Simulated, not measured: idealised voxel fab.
Proc. module: voxel double patterning
Square cell edge 5 nm, section width 255 nm, ID cut.
Cross-section spec: square-cell grid; bands listed top down; each band is one or more rows. First you get the band's top height and its bottom height, in nm, and then the materials it's made of, left to right, with each width in nm. If you see a single material with "all across", that one covers the band edge to edge. "air" is empty space. Height 0 is the level under which the wafer as received is all one material. The lowest band goes on downwards, as in "0 and below". With a width like "30..40", each row of cells in the band differs from the next by the same amount, the top row carrying the first number and the bottom row the second. No cell of the cross-section changed in a step that is given as "no alteration". If an empty space has no open way to the top and is at least 8 cells in size, "Enclosed internal cavities" lists it, written width x height at distance, where distance is measured from the left edge and every value is in nm. Where a step's line continues beyond its settings, the continuation is a remark by the simulator itself on that step. overlay nm: right-of-plan distance of the mask on a masked step; negative values mean left-of-plan.
Steps planned for the process
1 RECEIVE (material Si)
2 CONFORMAL_DEP (material SiO2; thk nm 10)
3 DIRECTIONAL_DEP (material polySi; thk nm 15)
4 DIRECTIONAL_DEP (material SiCN; thk nm 5)
5 PATTERN (tone open; mask id FIRST; material resist; width nm 15; pitch nm 50; thk nm 15; overlay nm 0)
6 DIRECTIONAL_ETCH (etch materials SiCN; depth nm 5)
7 STRIP (etch materials resist)
8 MASKED_ETCH (tone open; mask id SECOND; width nm 15; etch materials SiCN; depth nm 5; overlay nm 0)
9 DIRECTIONAL_ETCH (etch materials polySi; depth nm 15)
10 STRIP (etch materials SiCN)
First of two wafers, processed according to plan
Cross-section of the wafer as it came to us, i.e., already through step 1
* 0 and below | Si all across
* Enclosed internal cavities: none
Upon completion of step 2, the wafer appears in cross-section as shown
* 10 down to 0 | SiO2 all across
* Below 0 it's all the same as before, nothing changed down there.
Upon completion of step 3, the wafer appears in cross-section as shown
* 25 down to 10 | polySi all across
* Below 10 it's all the same as before, nothing changed down there.
Upon completion of step 4, the wafer appears in cross-section as shown
* 30 down to 25 | SiCN all across
* Below 25 it's all the same as before, nothing changed down there.
Upon completion of step 5, the wafer appears in cross-section as shown
* 45 down to 30 | resist (95), then air (15), then resist (35), then air (15), then resist (95)
* Below 30 it's all the same as before, nothing changed down there.
Upon completion of step 6, the wafer appears in cross-section as shown
* 45 down to 30 | resist (95), then air (15), then resist (35), then air (15), then resist (95)
* 30 down to 25 | SiCN (95), then air (15), then SiCN (35), then air (15), then SiCN (95)
* Below 25 it's all the same as before, nothing changed down there.
Upon completion of step 7, the wafer appears in cross-section as shown
* 30 down to 25 | SiCN (95), then air (15), then SiCN (35), then air (15), then SiCN (95)
* Below 25 it's all the same as before, nothing changed down there.
Upon completion of step 8, the wafer appears in cross-section as shown
* 30 down to 25 | SiCN (95), then air (15), then SiCN (10), then air (15), then SiCN (10), then air (15), then SiCN (95)
* Below 25 it's all the same as before, nothing changed down there.
Upon completion of step 9, the wafer appears in cross-section as shown
* 30 down to 25 | SiCN (95), then air (15), then SiCN (10), then air (15), then SiCN (10), then air (15), then SiCN (95)
* 25 down to 10 | polySi (95), then air (15), then polySi (10), then air (15), then polySi (10), then air (15), then polySi (95)
* Below 10 it's all the same as before, nothing changed down there.
Upon completion of step 10, the wafer appears in cross-section as shown
* 25 down to 10 | polySi (95), then air (15), then polySi (10), then air (15), then polySi (10), then air (15), then polySi (95)
* Below 10 it's all the same as before, nothing changed down there.
What follows concerns the second wafer, which started out like the first and was meant to follow the very same plan; one mistake crept in when it was run, but everything up to and including step 1 is the same as for the first wafer
Cross-section of the second wafer corresponding to the planned conclusion of step 2: no alteration
Cross-section of the second wafer corresponding to the planned conclusion of step 3
* 15 down to 0 | polySi all across
* Below 0 it's all the same as before, nothing changed down there.
Cross-section of the second wafer corresponding to the planned conclusion of step 4
* 20 down to 15 | SiCN all across
* Below 15 it's all the same as before, nothing changed down there.
Cross-section of the second wafer corresponding to the planned conclusion of step 5
* 35 down to 20 | resist (95), then air (15), then resist (35), then air (15), then resist (95)
* Below 20 it's all the same as before, nothing changed down there.
Cross-section of the second wafer corresponding to the planned conclusion of step 6
* 35 down to 20 | resist (95), then air (15), then resist (35), then air (15), then resist (95)
* 20 down to 15 | SiCN (95), then air (15), then SiCN (35), then air (15), then SiCN (95)
* Below 15 it's all the same as before, nothing changed down there.
Cross-section of the second wafer corresponding to the planned conclusion of step 7
* 20 down to 15 | SiCN (95), then air (15), then SiCN (35), then air (15), then SiCN (95)
* Below 15 it's all the same as before, nothing changed down there.
Cross-section of the second wafer corresponding to the planned conclusion of step 8
* 20 down to 15 | SiCN (95), then air (15), then SiCN (10), then air (15), then SiCN (10), then air (15), then SiCN (95)
* Below 15 it's all the same as before, nothing changed down there.
Cross-section of the second wafer corresponding to the planned conclusion of step 9
* 20 down to 15 | SiCN (95), then air (15), then SiCN (10), then air (15), then SiCN (10), then air (15), then SiCN (95)
* 15 down to 0 | polySi (95), then air (15), then polySi (10), then air (15), then polySi (10), then air (15), then polySi (95)
* Below 0 it's all the same as before, nothing changed down there.
Cross-section of the second wafer corresponding to the planned conclusion of step 10
* 15 down to 0 | polySi (95), then air (15), then polySi (10), then air (15), then polySi (10), then air (15), then polySi (95)
* Below 0 it's all the same as before, nothing changed down there.
Finding, execution versus plan: plan step 2 skipped
Wrapping up, a cell-based count of both wafers puts the second over or under the first for these materials: SiO2 -102
